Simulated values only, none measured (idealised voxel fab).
The document below concerns the process module designated voxel wiring stack.
Square cells of 5 nm make up the cross-section cut, whose width is 275 nm.
When this document writes out a cross-section, it uses a grid of square cells and lists it as bands, beginning at the top and moving down, with a band standing for one or more rows of cells. Heads up on the band format: heights come first, top then bottom, in nm. After that it's the materials left to right, each with its width in nm. A single material flagged "throughout" fills the whole band edge to edge, and "empty" means there's empty space there. All heights in this document are referenced to 0, defined as the level beneath which the wafer, as received, consists entirely of one material. The lowest band is not bounded below; it extends indefinitely downward and is written in the form "z 0 and below". Width "30->40": first value at the band's top row of cells, second value at its bottom row, equal change from row to row. Key: "remains unaltered" - step with no changed cell in the cross-section. Reported under the label "closed voids" are the empty spaces having no open way to the top and comprising 8 cells or more; the notation for each is width x height at distance, in which the distance is measured from the left edge and all three values are in nm. Heads up: the bit after the settings on a step's line is the simulator's remark on that step. overlay nm: mask offset rightward from planned place, masked step; negative means leftward offset.

# Below is the list of planned process steps
1: RECEIVE (material Si)
2: CONFORMAL_DEP (material SiO2; thk nm 15)
3: CONFORMAL_DEP (material SiCN; thk nm 5)
4: DIRECTIONAL_DEP (material lowk; thk nm 20)
5: MASKED_ETCH (tone open; mask id METAL_1; width nm 30; pitch nm 55; etch materials lowk; depth nm 20; overlay nm 0)
6: MASKED_ETCH (tone open; mask id METAL_1; width nm 30; pitch nm 55; etch materials SiCN; depth nm 5; overlay nm 0)
7: CONFORMAL_DEP (material TiN; thk nm 5)
8: FILL_DEP (material Ru; thk nm 5)
9: CMP (height nm 40)
10: CONFORMAL_DEP (material SiCN; thk nm 5)
11: DIRECTIONAL_DEP (material lowk; thk nm 25)
12: DIRECTIONAL_DEP (material aC; thk nm 10)
13: PATTERN (tone open; mask id METAL_2; material resist; width nm 30; pitch nm 55; thk nm 25; overlay nm 0)
14: DIRECTIONAL_ETCH (etch materials aC; depth nm 10)
15: STRIP (etch materials resist)
16: DIRECTIONAL_ETCH (etch materials lowk; depth nm 15)
17: STRIP (etch materials aC)
18: DIRECTIONAL_DEP (material aC; thk nm 15)
19: PATTERN (tone open; mask id METAL_2_HOLES; material resist; width nm 15; pitch nm 55; thk nm 30; overlay nm 0)
20: DIRECTIONAL_ETCH (etch materials aC; depth nm 15)
21: STRIP (etch materials resist)
22: DIRECTIONAL_ETCH (etch materials lowk; depth nm 10)
23: DIRECTIONAL_ETCH (etch materials SiCN; depth nm 5)
24: STRIP (etch materials aC)
25: CONFORMAL_DEP (material TiN; thk nm 5)
26: FILL_DEP (material Cu; thk nm 10)
27: CMP (height nm 70)
28: CONFORMAL_DEP (material SiCN; thk nm 5)
Split variable: width nm, step 19. Plan value = first wafer. Wafers start alike.

# Incoming state of the first of several wafers in cross-section: after step 1
	z 0 and below: Si throughout
	closed voids: none

# Wafer rows, end of module: cells per material gained (+) or lost (-) since receipt; closed voids last
width nm 15; +44 Cu; +64 Ru; +129 SiCN; +165 SiO2; +120 TiN; +303 lowk; closed voids: none
width nm 20; +56 Cu; +64 Ru; +125 SiCN; +165 SiO2; +120 TiN; +295 lowk; closed voids: none
width nm 25; +60 Cu; +64 Ru; +125 SiCN; +165 SiO2; +124 TiN; +287 lowk; closed voids: none
width nm 30; +72 Cu; +64 Ru; +121 SiCN; +165 SiO2; +124 TiN; +279 lowk; closed voids: none
